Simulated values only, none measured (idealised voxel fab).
Herein follows the process module entitled voxel self aligned contacts.
Shown is cross-section cut, with a width of 250 nm and square cells of size 5 nm.
Cross-sections here: square-cell grids, written as top-down lists of bands, a band being one or more rows of cells. This entry defines a band. It first specifies the height of the band's top and the height of its bottom in nm, and then specifies the band's materials from left to right, stating each material with its width in nm. The word "everywhere" identifies a single material that fills the band from edge to edge, while the word "blank" identifies empty space. It should be noted that heights are counted from 0, beneath which the wafer as supplied is of one material throughout, and that the lowest band possesses no lower boundary but continues downward, as written in "0..down". It should be noted that a width expressed as "30 to 40" varies in equal increments from row to row of cells within the band, taking the value of the first number at the top row and that of the second number at the bottom row. The cross-section has no changed cell in any step marked "no modification". This entry, "Voids, fully enclosed", enumerates those empty regions of no fewer than 8 cells that possess no open connection to the top. Each region is reported in the form width x height at distance, the distance being taken from the left edge, with all three quantities expressed in nm. Text after the settings on a step's line: the simulator's own remark on that step. overlay nm: mask right of planned place by this much (step with mask). Neg. = left.

PLANNED PROCESS STEPS
- 1: RECEIVE [material Si]
- 2: CONFORMAL_DEP [material SiO2] [thk nm 5]
- 3: DIRECTIONAL_DEP [material polySi] [thk nm 30]
- 4: DIRECTIONAL_DEP [material SiN] [thk nm 20]
- 5: MASKED_ETCH [tone cover] [mask id GATE] [width nm 25] [pitch nm 65] [etch materials SiN] [depth nm 20] [overlay nm 0]
- 6: MASKED_ETCH [tone cover] [mask id GATE] [width nm 25] [pitch nm 65] [etch materials polySi] [depth nm 30] [overlay nm 0]
- 7: CONFORMAL_DEP [material SiN] [thk nm 10]
- 8: DIRECTIONAL_ETCH [etch materials SiN] [depth nm 10]
- 9: FILL_DEP [material SiO2] [thk nm 15]
- 10: CMP [height nm 60]
- 11: PATTERN [tone open] [mask id CONTACT] [material resist] [width nm 50] [pitch nm 65] [thk nm 20] [overlay nm 0]
- 12: DIRECTIONAL_ETCH [etch materials SiO2] [depth nm 60]
- 13: STRIP [etch materials resist]
- 14: CONFORMAL_DEP [material TiN] [thk nm 5]
- 15: FILL_DEP [material W] [thk nm 5]
- 16: CMP [height nm 60]
- 17: CONFORMAL_DEP [material SiN] [thk nm 5]

CROSS-SECTION: WAFER ON ARRIVAL = AFTER STEP 1
  0..down | Si everywhere
  Voids, fully enclosed: none

AS-PLANNED RUN: CROSS-SECTION OF THE FIRST OF TWO WAFERS AT END OF MODULE
  65..60 | SiN everywhere
  60..55 | SiO2 (65)  TiN (20)  W (10)  TiN (20)  SiO2 (15)  TiN (20)  W (10)  TiN (20)  SiO2 (70)
  55..35 | SiO2 (35)  SiN (45)  TiN (5)  W (10)  TiN (5)  SiN (45)  TiN (5)  W (10)  TiN (5)  SiN (45)  SiO2 (40)
  35..5 | SiO2 (35)  SiN (10)  polySi (25)  SiN (10)  TiN (5)  W (10)  TiN (5)  SiN (10)  polySi (25)  SiN (10)  TiN (5)  W (10)  TiN (5)  SiN (10)  polySi (25)  SiN (10)  SiO2 (40)
  5..0 | SiO2 (80)  TiN (20)  SiO2 (45)  TiN (20)  SiO2 (85)
  0..down | Si everywhere
  Voids, fully enclosed: none

SECOND WAFER AT THE END: LIKE START, LIKE PLAN, ONE MISTAKE
  55..50 | SiN everywhere
  50..35 | SiO2 (35)  SiN (45)  TiN (5)  W (10)  TiN (5)  SiN (45)  TiN (5)  W (10)  TiN (5)  SiN (45)  SiO2 (40)
  35..5 | SiO2 (35)  SiN (10)  polySi (25)  SiN (10)  TiN (5)  W (10)  TiN (5)  SiN (10)  polySi (25)  SiN (10)  TiN (5)  W (10)  TiN (5)  SiN (10)  polySi (25)  SiN (10)  SiO2 (40)
  5..0 | SiO2 (80)  TiN (20)  SiO2 (45)  TiN (20)  SiO2 (85)
  0..down | Si everywhere
  Voids, fully enclosed: none
What went wrong in running the wafer? off-plan run, step 16, actual operation and settings CMP [height nm 50]
Materials where the second wafer ends with more or fewer cells than the first: SiN -27; SiO2 -45; TiN -20; W -8
